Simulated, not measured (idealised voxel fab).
Herein follows the process module entitled voxel wiring stack.
FYI the section here is cut, 275 nm wide, cells are 5 nm squares.
Cross-sections here: square-cell grids, written as top-down lists of bands, a band being one or more rows of cells.
A band entry consists of two parts. The first gives the height of the band's top and the height of its bottom, in nm. The rest lists the band's materials from left to right, each with its width in nm. A single material labelled with the word "full width" fills the band from edge to edge, and the word "blank" marks empty space.
A quick word on heights: they are counted from 0, and under that level the wafer as it came to us is one material throughout. The lowest band is different from the rest in having no bottom; it simply continues downward, written as in "from 0 down".
Quick explanation for "30->40": the width changes in equal steps down the rows of cells, from the first number in the band's top row to the second number in its bottom row.
Take "no alterations made" at face value: in the step it is given for, the cross-section changed in none of its cells.
Listed in "Closed cavities": every empty space of 8 or more cells without an open way to the top. Form: width x height at distance, the distance being from the left edge, all in nm.
Read whatever lies past the settings on a step's line as the simulator's own remark about the step.
When a step includes a mask, the "overlay nm" setting on its line states how far to the right of its planned place that mask lay, and negative values state how far to the left.
**Set out below are the planned steps of the process**
1 op RECEIVE | material Si
2 op CONFORMAL_DEP | material SiO2 | thk nm 10
3 op DIRECTIONAL_DEP | material TiN | thk nm 5
4 op DIRECTIONAL_DEP | material W | thk nm 15
5 op DIRECTIONAL_DEP | material aC | thk nm 15
6 op PATTERN | tone cover | mask id METAL_1 | material resist | width nm 30 | pitch nm 55 | thk nm 30 | overlay nm 0
7 op DIRECTIONAL_ETCH | etch materials aC | depth nm 15
8 op STRIP | etch materials resist
9 op DIRECTIONAL_ETCH | etch materials W | depth nm 15
10 op DIRECTIONAL_ETCH | etch materials TiN | depth nm 5
11 op STRIP | etch materials aC
12 op CONFORMAL_DEP | material SiCN | thk nm 5
13 op FILL_DEP | material SiO2 | thk nm 10
14 op CMP | height nm 30
15 op CONFORMAL_DEP | material SiCN | thk nm 5
16 op DIRECTIONAL_DEP | material SiO2 | thk nm 20
17 op PATTERN | tone open | mask id PLUG_1 | material resist | width nm 15 | pitch nm 55 | thk nm 20 | overlay nm 0
18 op DIRECTIONAL_ETCH | etch materials SiO2 | depth nm 20
19 op DIRECTIONAL_ETCH | etch materials SiCN | depth nm 5
20 op STRIP | etch materials resist
21 op EPI | material Ru | thk nm 10
22 op EPI | material Ru | thk nm 10
23 op EPI | material Ru | thk nm 5
24 op DIRECTIONAL_DEP | material TiN | thk nm 5
25 op DIRECTIONAL_DEP | material Ru | thk nm 25
26 op DIRECTIONAL_DEP | material aC | thk nm 15
27 op PATTERN | tone cover | mask id METAL_2 | material resist | width nm 30 | pitch nm 55 | thk nm 35 | overlay nm 0
28 op DIRECTIONAL_ETCH | etch materials aC | depth nm 15
29 op STRIP | etch materials resist
30 op DIRECTIONAL_ETCH | etch materials Ru | depth nm 25
31 op DIRECTIONAL_ETCH | etch materials TiN | depth nm 5
32 op STRIP | etch materials aC
33 op FILL_DEP | material lowk | thk nm 5
34 op CMP | height nm 85
35 op CONFORMAL_DEP | material SiCN | thk nm 5
36 op DIRECTIONAL_DEP | material lowk | thk nm 20
37 op PATTERN | tone open | mask id PLUG_2 | material resist | width nm 15 | pitch nm 110 | thk nm 20 | overlay nm 0
38 op DIRECTIONAL_ETCH | etch materials lowk | depth nm 20
39 op DIRECTIONAL_ETCH | etch materials SiCN | depth nm 5
40 op STRIP | etch materials resist
41 op CONFORMAL_DEP | material TiN | thk nm 5
42 op FILL_DEP | material Ru | thk nm 10
43 op CMP | height nm 110
44 op DIRECTIONAL_DEP | material TiN | thk nm 5
45 op DIRECTIONAL_DEP | material Ru | thk nm 15
46 op PATTERN | tone cover | mask id METAL_3 | material resist | width nm 30 | pitch nm 55 | thk nm 20 | overlay nm 0
47 op DIRECTIONAL_ETCH | etch materials Ru | depth nm 15
48 op DIRECTIONAL_ETCH | etch materials TiN | depth nm 5
49 op STRIP | etch materials resist
50 op CONFORMAL_DEP | material SiN | thk nm 5
51 op FILL_DEP | material lowk | thk nm 10
52 op CMP | height nm 130
53 op CONFORMAL_DEP | material SiCN | thk nm 5
54 op DIRECTIONAL_DEP | material SiO2 | thk nm 30
55 op MASKED_ETCH | tone open | mask id METAL_4 | width nm 30 | pitch nm 55 | etch materials SiO2 | depth nm 20 | overlay nm 0
56 op MASKED_ETCH | tone open | mask id METAL_4_HOLES | width nm 15 | pitch nm 55 | etch materials SiO2 | depth nm 10 | overlay nm 0
57 op MASKED_ETCH | tone open | mask id METAL_4_HOLES | width nm 15 | pitch nm 55 | etch materials SiCN | depth nm 5 | overlay nm 0
58 op CONFORMAL_DEP | material TiN | thk nm 5
59 op FILL_DEP | material Cu | thk nm 5
60 op CMP | height nm 165
61 op CONFORMAL_DEP | material SiCN | thk nm 5
**Run as planned: first of two wafers**
**Shown in cross-section is the wafer as received, that is, as it stands after step 1**
- from 0 down  Si full width
- Closed cavities: none
**Step 2 complete: cross-section through the wafer**
- from 10 to 0  SiO2 full width
- Rest of section, below 0: as before.
**Step 3 complete: cross-section through the wafer**
- from 15 to 10  TiN full width
- Rest of section, below 10: as before.
**Step 4 complete: cross-section through the wafer**
- from 30 to 15  W full width
- Rest of section, below 15: as before.
**Step 5 complete: cross-section through the wafer**
- from 45 to 30  aC full width
- Rest of section, below 30: as before.
**Step 6 complete: cross-section through the wafer**
- from 75 to 45  65 of blank  30 of resist  25 of blank  30 of resist  25 of blank  30 of resist  70 of blank
- Rest of section, below 45: as before.
**Step 7 complete: cross-section through the wafer**
- from 60 to 45  65 of blank  30 of resist  25 of blank  30 of resist  25 of blank  30 of resist  70 of blank
- from 45 to 30  65 of blank  30 of aC  25 of blank  30 of aC  25 of blank  30 of aC  70 of blank
- Rest of section, below 30: as before.
**Step 8 complete: cross-section through the wafer**
- from 45 to 30  65 of blank  30 of aC  25 of blank  30 of aC  25 of blank  30 of aC  70 of blank
- Rest of section, below 30: as before.
**Step 9 complete: cross-section through the wafer**
- from 45 to 30  65 of blank  30 of aC  25 of blank  30 of aC  25 of blank  30 of aC  70 of blank
- from 30 to 15  65 of blank  30 of W  25 of blank  30 of W  25 of blank  30 of W  70 of blank
- Rest of section, below 15: as before.
**Step 10 complete: cross-section through the wafer**
- from 45 to 30  65 of blank  30 of aC  25 of blank  30 of aC  25 of blank  30 of aC  70 of blank
- from 30 to 15  65 of blank  30 of W  25 of blank  30 of W  25 of blank  30 of W  70 of blank
- from 15 to 10  65 of blank  30 of TiN  25 of blank  30 of TiN  25 of blank  30 of TiN  70 of blank
- Rest of section, below 10: as before.
**Step 11 complete: cross-section through the wafer**
- from 30 to 15  65 of blank  30 of W  25 of blank  30 of W  25 of blank  30 of W  70 of blank
- Rest of section, below 15: as before.
**Step 12 complete: cross-section through the wafer**
- from 35 to 30  60 of blank  40 of SiCN  15 of blank  40 of SiCN  15 of blank  40 of SiCN  65 of blank
- from 30 to 15  60 of blank  5 of SiCN  30 of W  5 of SiCN  15 of blank  5 of SiCN  30 of W  5 of SiCN  15 of blank  5 of SiCN  30 of W  5 of SiCN  65 of blank
- from 15 to 10  65 of SiCN  30 of TiN  25 of SiCN  30 of TiN  25 of SiCN  30 of TiN  70 of SiCN
- Rest of section, below 10: as before.
**Step 13 complete: cross-section through the wafer**
- from 45 to 35  SiO2 full width
- from 35 to 30  60 of SiO2  40 of SiCN  15 of SiO2  40 of SiCN  15 of SiO2  40 of SiCN  65 of SiO2
- from 30 to 15  60 of SiO2  5 of SiCN  30 of W  5 of SiCN  15 of SiO2  5 of SiCN  30 of W  5 of SiCN  15 of SiO2  5 of SiCN  30 of W  5 of SiCN  65 of SiO2
- Rest of section, below 15: as before.
**Step 14 complete: cross-section through the wafer**
- from 30 to 15  60 of SiO2  5 of SiCN  30 of W  5 of SiCN  15 of SiO2  5 of SiCN  30 of W  5 of SiCN  15 of SiO2  5 of SiCN  30 of W  5 of SiCN  65 of SiO2
- Rest of section, below 15: as before.
**Step 15 complete: cross-section through the wafer**
- from 35 to 30  SiCN full width
- Rest of section, below 30: as before.
**Step 16 complete: cross-section through the wafer**
- from 55 to 35  SiO2 full width
- Rest of section, below 35: as before.
**Step 17 complete: cross-section through the wafer**
- from 75 to 55  65 of resist  15 of blank  40 of resist  15 of blank  40 of resist  15 of blank  85 of resist
- Rest of section, below 55: as before.
**Step 18 complete: cross-section through the wafer**
- from 75 to 55  65 of resist  15 of blank  40 of resist  15 of blank  40 of resist  15 of blank  85 of resist
- from 55 to 35  65 of SiO2  15 of blank  40 of SiO2  15 of blank  40 of SiO2  15 of blank  85 of SiO2
- Rest of section, below 35: as before.
**Step 19 complete: cross-section through the wafer**
- from 75 to 55  65 of resist  15 of blank  40 of resist  15 of blank  40 of resist  15 of blank  85 of resist
- from 55 to 35  65 of SiO2  15 of blank  40 of SiO2  15 of blank  40 of SiO2  15 of blank  85 of SiO2
- from 35 to 30  65 of SiCN  15 of blank  40 of SiCN  15 of blank  40 of SiCN  15 of blank  85 of SiCN
- Rest of section, below 30: as before.
**Step 20 complete: cross-section through the wafer**
- from 55 to 35  65 of SiO2  15 of blank  40 of SiO2  15 of blank  40 of SiO2  15 of blank  85 of SiO2
- Rest of section, below 35: as before.
**Step 21 complete: cross-section through the wafer**
- from 55 to 40  65 of SiO2  15 of blank  40 of SiO2  15 of blank  40 of SiO2  15 of blank  85 of SiO2
- from 40 to 35  65 of SiO2  15 of Ru  40 of SiO2  15 of Ru  40 of SiO2  15 of Ru  85 of SiO2
- from 35 to 30  65 of SiCN  15 of Ru  40 of SiCN  15 of Ru  40 of SiCN  15 of Ru  85 of SiCN
- Rest of section, below 30: as before.
**Step 22 complete: cross-section through the wafer**
- from 55 to 50  65 of SiO2  15 of blank  40 of SiO2  15 of blank  40 of SiO2  15 of blank  85 of SiO2
- from 50 to 35  65 of SiO2  15 of Ru  40 of SiO2  15 of Ru  40 of SiO2  15 of Ru  85 of SiO2
- Rest of section, below 35: as before.
**Step 23 complete: cross-section through the wafer**
- from 55 to 35  65 of SiO2  15 of Ru  40 of SiO2  15 of Ru  40 of SiO2  15 of Ru  85 of SiO2
- Rest of section, below 35: as before.
**Step 24 complete: cross-section through the wafer**
- from 60 to 55  TiN full width
- Rest of section, below 55: as before.
**Step 25 complete: cross-section through the wafer**
- from 85 to 60  Ru full width
- Rest of section, below 60: as before.
**Step 26 complete: cross-section through the wafer**
- from 100 to 85  aC full width
- Rest of section, below 85: as before.
**Step 27 complete: cross-section through the wafer**
- from 135 to 100  65 of blank  30 of resist  25 of blank  30 of resist  25 of blank  30 of resist  70 of blank
- Rest of section, below 100: as before.
**Step 28 complete: cross-section through the wafer**
- from 120 to 100  65 of blank  30 of resist  25 of blank  30 of resist  25 of blank  30 of resist  70 of blank
- from 100 to 85  65 of blank  30 of aC  25 of blank  30 of aC  25 of blank  30 of aC  70 of blank
- Rest of section, below 85: as before.
**Step 29 complete: cross-section through the wafer**
- from 100 to 85  65 of blank  30 of aC  25 of blank  30 of aC  25 of blank  30 of aC  70 of blank
- Rest of section, below 85: as before.
**Step 30 complete: cross-section through the wafer**
- from 100 to 85  65 of blank  30 of aC  25 of blank  30 of aC  25 of blank  30 of aC  70 of blank
- from 85 to 60  65 of blank  30 of Ru  25 of blank  30 of Ru  25 of blank  30 of Ru  70 of blank
- Rest of section, below 60: as before.
**Step 31 complete: cross-section through the wafer**
- from 100 to 85  65 of blank  30 of aC  25 of blank  30 of aC  25 of blank  30 of aC  70 of blank
- from 85 to 60  65 of blank  30 of Ru  25 of blank  30 of Ru  25 of blank  30 of Ru  70 of blank
- from 60 to 55  65 of blank  30 of TiN  25 of blank  30 of TiN  25 of blank  30 of TiN  70 of blank
- Rest of section, below 55: as before.
**Step 32 complete: cross-section through the wafer**
- from 85 to 60  65 of blank  30 of Ru  25 of blank  30 of Ru  25 of blank  30 of Ru  70 of blank
- Rest of section, below 60: as before.
**Step 33 complete: cross-section through the wafer**
- from 90 to 85  lowk full width
- from 85 to 60  65 of lowk  30 of Ru  25 of lowk  30 of Ru  25 of lowk  30 of Ru  70 of lowk
- from 60 to 55  65 of lowk  30 of TiN  25 of lowk  30 of TiN  25 of lowk  30 of TiN  70 of lowk
- Rest of section, below 55: as before.
**Step 34 complete: cross-section through the wafer**
- from 85 to 60  65 of lowk  30 of Ru  25 of lowk  30 of Ru  25 of lowk  30 of Ru  70 of lowk
- Rest of section, below 60: as before.
**Step 35 complete: cross-section through the wafer**
- from 90 to 85  SiCN full width
- Rest of section, below 85: as before.
**Step 36 complete: cross-section through the wafer**
- from 110 to 90  lowk full width
- Rest of section, below 90: as before.
**Step 37 complete: cross-section through the wafer**
- from 130 to 110  65 of resist  15 of blank  95 of resist  15 of blank  85 of resist
- Rest of section, below 110: as before.
**Step 38 complete: cross-section through the wafer**
- from 130 to 110  65 of resist  15 of blank  95 of resist  15 of blank  85 of resist
- from 110 to 90  65 of lowk  15 of blank  95 of lowk  15 of blank  85 of lowk
- Rest of section, below 90: as before.
**Step 39 complete: cross-section through the wafer**
- from 130 to 110  65 of resist  15 of blank  95 of resist  15 of blank  85 of resist
- from 110 to 90  65 of lowk  15 of blank  95 of lowk  15 of blank  85 of lowk
- from 90 to 85  65 of SiCN  15 of blank  95 of SiCN  15 of blank  85 of SiCN
- Rest of section, below 85: as before.
**Step 40 complete: cross-section through the wafer**
- from 110 to 90  65 of lowk  15 of blank  95 of lowk  15 of blank  85 of lowk
- Rest of section, below 90: as before.
**Step 41 complete: cross-section through the wafer**
- from 115 to 110  70 of TiN  5 of blank  105 of TiN  5 of blank  90 of TiN
- from 110 to 90  65 of lowk  5 of TiN  5 of blank  5 of TiN  95 of lowk  5 of TiN  5 of blank  5 of TiN  85 of lowk
- from 90 to 85  65 of SiCN  15 of TiN  95 of SiCN  15 of TiN  85 of SiCN
- Rest of section, below 85: as before.
**Step 42 complete: cross-section through the wafer**
- from 125 to 115  Ru full width
- from 115 to 110  70 of TiN  5 of Ru  105 of TiN  5 of Ru  90 of TiN
- from 110 to 90  65 of lowk  5 of TiN  5 of Ru  5 of TiN  95 of lowk  5 of TiN  5 of Ru  5 of TiN  85 of lowk
- Rest of section, below 90: as before.
**Step 43 complete: cross-section through the wafer**
- from 110 to 90  65 of lowk  5 of TiN  5 of Ru  5 of TiN  95 of lowk  5 of TiN  5 of Ru  5 of TiN  85 of lowk
- Rest of section, below 90: as before.
**Step 44 complete: cross-section through the wafer**
- from 115 to 110  TiN full width
- Rest of section, below 110: as before.
**Step 45 complete: cross-section through the wafer**
- from 130 to 115  Ru full width
- Rest of section, below 115: as before.
**Step 46 complete: cross-section through the wafer**
- from 150 to 130  65 of blank  30 of resist  25 of blank  30 of resist  25 of blank  30 of resist  70 of blank
- Rest of section, below 130: as before.
**Step 47 complete: cross-section through the wafer**
- from 150 to 130  65 of blank  30 of resist  25 of blank  30 of resist  25 of blank  30 of resist  70 of blank
- from 130 to 115  65 of blank  30 of Ru  25 of blank  30 of Ru  25 of blank  30 of Ru  70 of blank
- Rest of section, below 115: as before.
**Step 48 complete: cross-section through the wafer**
- from 150 to 130  65 of blank  30 of resist  25 of blank  30 of resist  25 of blank  30 of resist  70 of blank
- from 130 to 115  65 of blank  30 of Ru  25 of blank  30 of Ru  25 of blank  30 of Ru  70 of blank
- from 115 to 110  65 of blank  30 of TiN  25 of blank  30 of TiN  25 of blank  30 of TiN  70 of blank
- Rest of section, below 110: as before.
**Step 49 complete: cross-section through the wafer**
- from 130 to 115  65 of blank  30 of Ru  25 of blank  30 of Ru  25 of blank  30 of Ru  70 of blank
- Rest of section, below 115: as before.
**Step 50 complete: cross-section through the wafer**
- from 135 to 130  60 of blank  40 of SiN  15 of blank  40 of SiN  15 of blank  40 of SiN  65 of blank
- from 130 to 115  60 of blank  5 of SiN  30 of Ru  5 of SiN  15 of blank  5 of SiN  30 of Ru  5 of SiN  15 of blank  5 of SiN  30 of Ru  5 of SiN  65 of blank
- from 115 to 110  65 of SiN  30 of TiN  25 of SiN  30 of TiN  25 of SiN  30 of TiN  70 of SiN
- Rest of section, below 110: as before.
**Step 51 complete: cross-section through the wafer**
- from 145 to 135  lowk full width
- from 135 to 130  60 of lowk  40 of SiN  15 of lowk  40 of SiN  15 of lowk  40 of SiN  65 of lowk
- from 130 to 115  60 of lowk  5 of SiN  30 of Ru  5 of SiN  15 of lowk  5 of SiN  30 of Ru  5 of SiN  15 of lowk  5 of SiN  30 of Ru  5 of SiN  65 of lowk
- Rest of section, below 115: as before.
**Step 52 complete: cross-section through the wafer**
- from 130 to 115  60 of lowk  5 of SiN  30 of Ru  5 of SiN  15 of lowk  5 of SiN  30 of Ru  5 of SiN  15 of lowk  5 of SiN  30 of Ru  5 of SiN  65 of lowk
- Rest of section, below 115: as before.
**Step 53 complete: cross-section through the wafer**
- from 135 to 130  SiCN full width
- Rest of section, below 130: as before.
**Step 54 complete: cross-section through the wafer**
- from 165 to 135  SiO2 full width
- Rest of section, below 135: as before.
**Step 55 complete: cross-section through the wafer**
- from 165 to 145  65 of SiO2  30 of blank  25 of SiO2  30 of blank  25 of SiO2  30 of blank  70 of SiO2
- Rest of section, below 145: as before.
**Step 56 complete: cross-section through the wafer**
- from 165 to 145  65 of SiO2  30 of blank  25 of SiO2  30 of blank  25 of SiO2  30 of blank  70 of SiO2
- from 145 to 135  65 of SiO2  15 of blank  40 of SiO2  15 of blank  40 of SiO2  15 of blank  85 of SiO2
- Rest of section, below 135: as before.
**Step 57 complete: cross-section through the wafer**
- from 165 to 145  65 of SiO2  30 of blank  25 of SiO2  30 of blank  25 of SiO2  30 of blank  70 of SiO2
- from 145 to 135  65 of SiO2  15 of blank  40 of SiO2  15 of blank  40 of SiO2  15 of blank  85 of SiO2
- from 135 to 130  65 of SiCN  15 of blank  40 of SiCN  15 of blank  40 of SiCN  15 of blank  85 of SiCN
- Rest of section, below 130: as before.
**Step 58 complete: cross-section through the wafer**
- from 170 to 165  70 of TiN  20 of blank  35 of TiN  20 of blank  35 of TiN  20 of blank  75 of TiN
- from 165 to 150  65 of SiO2  5 of TiN  20 of blank  5 of TiN  25 of SiO2  5 of TiN  20 of blank  5 of TiN  25 of SiO2  5 of TiN  20 of blank  5 of TiN  70 of SiO2
- from 150 to 145  65 of SiO2  5 of TiN  5 of blank  20 of TiN  25 of SiO2  5 of TiN  5 of blank  20 of TiN  25 of SiO2  5 of TiN  5 of blank  20 of TiN  70 of SiO2
- from 145 to 135  65 of SiO2  5 of TiN  5 of blank  5 of TiN  40 of SiO2  5 of TiN  5 of blank  5 of TiN  40 of SiO2  5 of TiN  5 of blank  5 of TiN  85 of SiO2
- from 135 to 130  65 of SiCN  15 of TiN  40 of SiCN  15 of TiN  40 of SiCN  15 of TiN  85 of SiCN
- Rest of section, below 130: as before.
**Step 59 complete: cross-section through the wafer**
- from 175 to 170  Cu full width
- from 170 to 165  70 of TiN  20 of Cu  35 of TiN  20 of Cu  35 of TiN  20 of Cu  75 of TiN
- from 165 to 150  65 of SiO2  5 of TiN  20 of Cu  5 of TiN  25 of SiO2  5 of TiN  20 of Cu  5 of TiN  25 of SiO2  5 of TiN  20 of Cu  5 of TiN  70 of SiO2
- from 150 to 145  65 of SiO2  5 of TiN  5 of Cu  20 of TiN  25 of SiO2  5 of TiN  5 of Cu  20 of TiN  25 of SiO2  5 of TiN  5 of Cu  20 of TiN  70 of SiO2
- from 145 to 135  65 of SiO2  5 of TiN  5 of Cu  5 of TiN  40 of SiO2  5 of TiN  5 of Cu  5 of TiN  40 of SiO2  5 of TiN  5 of Cu  5 of TiN  85 of SiO2
- Rest of section, below 135: as before.
**Step 60 complete: cross-section through the wafer**
- from 165 to 150  65 of SiO2  5 of TiN  20 of Cu  5 of TiN  25 of SiO2  5 of TiN  20 of Cu  5 of TiN  25 of SiO2  5 of TiN  20 of Cu  5 of TiN  70 of SiO2
- Rest of section, below 150: as before.
**Step 61 complete: cross-section through the wafer**
- from 170 to 165  SiCN full width
- Rest of section, below 165: as before.
**The Second Wafer: Common Origin and Plan, One Mistake in Execution, Identical to the First Through Step 23**
**Look at the second wafer in cross-section at the time step 24 ought to have finished**
- from 60 to 55  Cu full width
- Rest of section, below 55: as before.
**Look at the second wafer in cross-section at the time step 25 ought to have finished**
- from 85 to 60  Ru full width
- Rest of section, below 60: as before.
**Look at the second wafer in cross-section at the time step 26 ought to have finished**
- from 100 to 85  aC full width
- Rest of section, below 85: as before.
**Look at the second wafer in cross-section at the time step 27 ought to have finished**
- from 135 to 100  65 of blank  30 of resist  25 of blank  30 of resist  25 of blank  30 of resist  70 of blank
- Rest of section, below 100: as before.
**Look at the second wafer in cross-section at the time step 28 ought to have finished**
- from 120 to 100  65 of blank  30 of resist  25 of blank  30 of resist  25 of blank  30 of resist  70 of blank
- from 100 to 85  65 of blank  30 of aC  25 of blank  30 of aC  25 of blank  30 of aC  70 of blank
- Rest of section, below 85: as before.
**Look at the second wafer in cross-section at the time step 29 ought to have finished**
- from 100 to 85  65 of blank  30 of aC  25 of blank  30 of aC  25 of blank  30 of aC  70 of blank
- Rest of section, below 85: as before.
**Look at the second wafer in cross-section at the time step 30 ought to have finished**
- from 100 to 85  65 of blank  30 of aC  25 of blank  30 of aC  25 of blank  30 of aC  70 of blank
- from 85 to 60  65 of blank  30 of Ru  25 of blank  30 of Ru  25 of blank  30 of Ru  70 of blank
- Rest of section, below 60: as before.
Look at the second wafer in cross-section at the time step 31 ought to have finished: no alterations made
**Look at the second wafer in cross-section at the time step 32 ought to have finished**
- from 85 to 60  65 of blank  30 of Ru  25 of blank  30 of Ru  25 of blank  30 of Ru  70 of blank
- Rest of section, below 60: as before.
**Look at the second wafer in cross-section at the time step 33 ought to have finished**
- from 90 to 85  lowk full width
- from 85 to 60  65 of lowk  30 of Ru  25 of lowk  30 of Ru  25 of lowk  30 of Ru  70 of lowk
- Rest of section, below 60: as before.
**Look at the second wafer in cross-section at the time step 34 ought to have finished**
- from 85 to 60  65 of lowk  30 of Ru  25 of lowk  30 of Ru  25 of lowk  30 of Ru  70 of lowk
- Rest of section, below 60: as before.
**Look at the second wafer in cross-section at the time step 35 ought to have finished**
- from 90 to 85  SiCN full width
- Rest of section, below 85: as before.
**Look at the second wafer in cross-section at the time step 36 ought to have finished**
- from 110 to 90  lowk full width
- Rest of section, below 90: as before.
**Look at the second wafer in cross-section at the time step 37 ought to have finished**
- from 130 to 110  65 of resist  15 of blank  95 of resist  15 of blank  85 of resist
- Rest of section, below 110: as before.
**Look at the second wafer in cross-section at the time step 38 ought to have finished**
- from 130 to 110  65 of resist  15 of blank  95 of resist  15 of blank  85 of resist
- from 110 to 90  65 of lowk  15 of blank  95 of lowk  15 of blank  85 of lowk
- Rest of section, below 90: as before.
**Look at the second wafer in cross-section at the time step 39 ought to have finished**
- from 130 to 110  65 of resist  15 of blank  95 of resist  15 of blank  85 of resist
- from 110 to 90  65 of lowk  15 of blank  95 of lowk  15 of blank  85 of lowk
- from 90 to 85  65 of SiCN  15 of blank  95 of SiCN  15 of blank  85 of SiCN
- Rest of section, below 85: as before.
**Look at the second wafer in cross-section at the time step 40 ought to have finished**
- from 110 to 90  65 of lowk  15 of blank  95 of lowk  15 of blank  85 of lowk
- Rest of section, below 90: as before.
**Look at the second wafer in cross-section at the time step 41 ought to have finished**
- from 115 to 110  70 of TiN  5 of blank  105 of TiN  5 of blank  90 of TiN
- from 110 to 90  65 of lowk  5 of TiN  5 of blank  5 of TiN  95 of lowk  5 of TiN  5 of blank  5 of TiN  85 of lowk
- from 90 to 85  65 of SiCN  15 of TiN  95 of SiCN  15 of TiN  85 of SiCN
- Rest of section, below 85: as before.
**Look at the second wafer in cross-section at the time step 42 ought to have finished**
- from 125 to 115  Ru full width
- from 115 to 110  70 of TiN  5 of Ru  105 of TiN  5 of Ru  90 of TiN
- from 110 to 90  65 of lowk  5 of TiN  5 of Ru  5 of TiN  95 of lowk  5 of TiN  5 of Ru  5 of TiN  85 of lowk
- Rest of section, below 90: as before.
**Look at the second wafer in cross-section at the time step 43 ought to have finished**
- from 110 to 90  65 of lowk  5 of TiN  5 of Ru  5 of TiN  95 of lowk  5 of TiN  5 of Ru  5 of TiN  85 of lowk
- Rest of section, below 90: as before.
**Look at the second wafer in cross-section at the time step 44 ought to have finished**
- from 115 to 110  TiN full width
- Rest of section, below 110: as before.
**Look at the second wafer in cross-section at the time step 45 ought to have finished**
- from 130 to 115  Ru full width
- Rest of section, below 115: as before.
**Look at the second wafer in cross-section at the time step 46 ought to have finished**
- from 150 to 130  65 of blank  30 of resist  25 of blank  30 of resist  25 of blank  30 of resist  70 of blank
- Rest of section, below 130: as before.
**Look at the second wafer in cross-section at the time step 47 ought to have finished**
- from 150 to 130  65 of blank  30 of resist  25 of blank  30 of resist  25 of blank  30 of resist  70 of blank
- from 130 to 115  65 of blank  30 of Ru  25 of blank  30 of Ru  25 of blank  30 of Ru  70 of blank
- Rest of section, below 115: as before.
**Look at the second wafer in cross-section at the time step 48 ought to have finished**
- from 150 to 130  65 of blank  30 of resist  25 of blank  30 of resist  25 of blank  30 of resist  70 of blank
- from 130 to 115  65 of blank  30 of Ru  25 of blank  30 of Ru  25 of blank  30 of Ru  70 of blank
- from 115 to 110  65 of blank  30 of TiN  25 of blank  30 of TiN  25 of blank  30 of TiN  70 of blank
- Rest of section, below 110: as before.
**Look at the second wafer in cross-section at the time step 49 ought to have finished**
- from 130 to 115  65 of blank  30 of Ru  25 of blank  30 of Ru  25 of blank  30 of Ru  70 of blank
- Rest of section, below 115: as before.
**Look at the second wafer in cross-section at the time step 50 ought to have finished**
- from 135 to 130  60 of blank  40 of SiN  15 of blank  40 of SiN  15 of blank  40 of SiN  65 of blank
- from 130 to 115  60 of blank  5 of SiN  30 of Ru  5 of SiN  15 of blank  5 of SiN  30 of Ru  5 of SiN  15 of blank  5 of SiN  30 of Ru  5 of SiN  65 of blank
- from 115 to 110  65 of SiN  30 of TiN  25 of SiN  30 of TiN  25 of SiN  30 of TiN  70 of SiN
- Rest of section, below 110: as before.
**Look at the second wafer in cross-section at the time step 51 ought to have finished**
- from 145 to 135  lowk full width
- from 135 to 130  60 of lowk  40 of SiN  15 of lowk  40 of SiN  15 of lowk  40 of SiN  65 of lowk
- from 130 to 115  60 of lowk  5 of SiN  30 of Ru  5 of SiN  15 of lowk  5 of SiN  30 of Ru  5 of SiN  15 of lowk  5 of SiN  30 of Ru  5 of SiN  65 of lowk
- Rest of section, below 115: as before.
**Look at the second wafer in cross-section at the time step 52 ought to have finished**
- from 130 to 115  60 of lowk  5 of SiN  30 of Ru  5 of SiN  15 of lowk  5 of SiN  30 of Ru  5 of SiN  15 of lowk  5 of SiN  30 of Ru  5 of SiN  65 of lowk
- Rest of section, below 115: as before.
**Look at the second wafer in cross-section at the time step 53 ought to have finished**
- from 135 to 130  SiCN full width
- Rest of section, below 130: as before.
**Look at the second wafer in cross-section at the time step 54 ought to have finished**
- from 165 to 135  SiO2 full width
- Rest of section, below 135: as before.
**Look at the second wafer in cross-section at the time step 55 ought to have finished**
- from 165 to 145  65 of SiO2  30 of blank  25 of SiO2  30 of blank  25 of SiO2  30 of blank  70 of SiO2
- Rest of section, below 145: as before.
**Look at the second wafer in cross-section at the time step 56 ought to have finished**
- from 165 to 145  65 of SiO2  30 of blank  25 of SiO2  30 of blank  25 of SiO2  30 of blank  70 of SiO2
- from 145 to 135  65 of SiO2  15 of blank  40 of SiO2  15 of blank  40 of SiO2  15 of blank  85 of SiO2
- Rest of section, below 135: as before.
**Look at the second wafer in cross-section at the time step 57 ought to have finished**
- from 165 to 145  65 of SiO2  30 of blank  25 of SiO2  30 of blank  25 of SiO2  30 of blank  70 of SiO2
- from 145 to 135  65 of SiO2  15 of blank  40 of SiO2  15 of blank  40 of SiO2  15 of blank  85 of SiO2
- from 135 to 130  65 of SiCN  15 of blank  40 of SiCN  15 of blank  40 of SiCN  15 of blank  85 of SiCN
- Rest of section, below 130: as before.
**Look at the second wafer in cross-section at the time step 58 ought to have finished**
- from 170 to 165  70 of TiN  20 of blank  35 of TiN  20 of blank  35 of TiN  20 of blank  75 of TiN
- from 165 to 150  65 of SiO2  5 of TiN  20 of blank  5 of TiN  25 of SiO2  5 of TiN  20 of blank  5 of TiN  25 of SiO2  5 of TiN  20 of blank  5 of TiN  70 of SiO2
- from 150 to 145  65 of SiO2  5 of TiN  5 of blank  20 of TiN  25 of SiO2  5 of TiN  5 of blank  20 of TiN  25 of SiO2  5 of TiN  5 of blank  20 of TiN  70 of SiO2
- from 145 to 135  65 of SiO2  5 of TiN  5 of blank  5 of TiN  40 of SiO2  5 of TiN  5 of blank  5 of TiN  40 of SiO2  5 of TiN  5 of blank  5 of TiN  85 of SiO2
- from 135 to 130  65 of SiCN  15 of TiN  40 of SiCN  15 of TiN  40 of SiCN  15 of TiN  85 of SiCN
- Rest of section, below 130: as before.
**Look at the second wafer in cross-section at the time step 59 ought to have finished**
- from 175 to 170  Cu full width
- from 170 to 165  70 of TiN  20 of Cu  35 of TiN  20 of Cu  35 of TiN  20 of Cu  75 of TiN
- from 165 to 150  65 of SiO2  5 of TiN  20 of Cu  5 of TiN  25 of SiO2  5 of TiN  20 of Cu  5 of TiN  25 of SiO2  5 of TiN  20 of Cu  5 of TiN  70 of SiO2
- from 150 to 145  65 of SiO2  5 of TiN  5 of Cu  20 of TiN  25 of SiO2  5 of TiN  5 of Cu  20 of TiN  25 of SiO2  5 of TiN  5 of Cu  20 of TiN  70 of SiO2
- from 145 to 135  65 of SiO2  5 of TiN  5 of Cu  5 of TiN  40 of SiO2  5 of TiN  5 of Cu  5 of TiN  40 of SiO2  5 of TiN  5 of Cu  5 of TiN  85 of SiO2
- Rest of section, below 135: as before.
**Look at the second wafer in cross-section at the time step 60 ought to have finished**
- from 165 to 150  65 of SiO2  5 of TiN  20 of Cu  5 of TiN  25 of SiO2  5 of TiN  20 of Cu  5 of TiN  25 of SiO2  5 of TiN  20 of Cu  5 of TiN  70 of SiO2
- Rest of section, below 150: as before.
**Look at the second wafer in cross-section at the time step 61 ought to have finished**
- from 170 to 165  SiCN full width
- Rest of section, below 165: as before.
Plan not followed: step 24 ran as: op DIRECTIONAL_DEP | material Cu | thk nm 5
Heads up, by the end the second wafer has more or fewer cells of some materials compared to the first: Cu +55 | TiN -18 | lowk -37
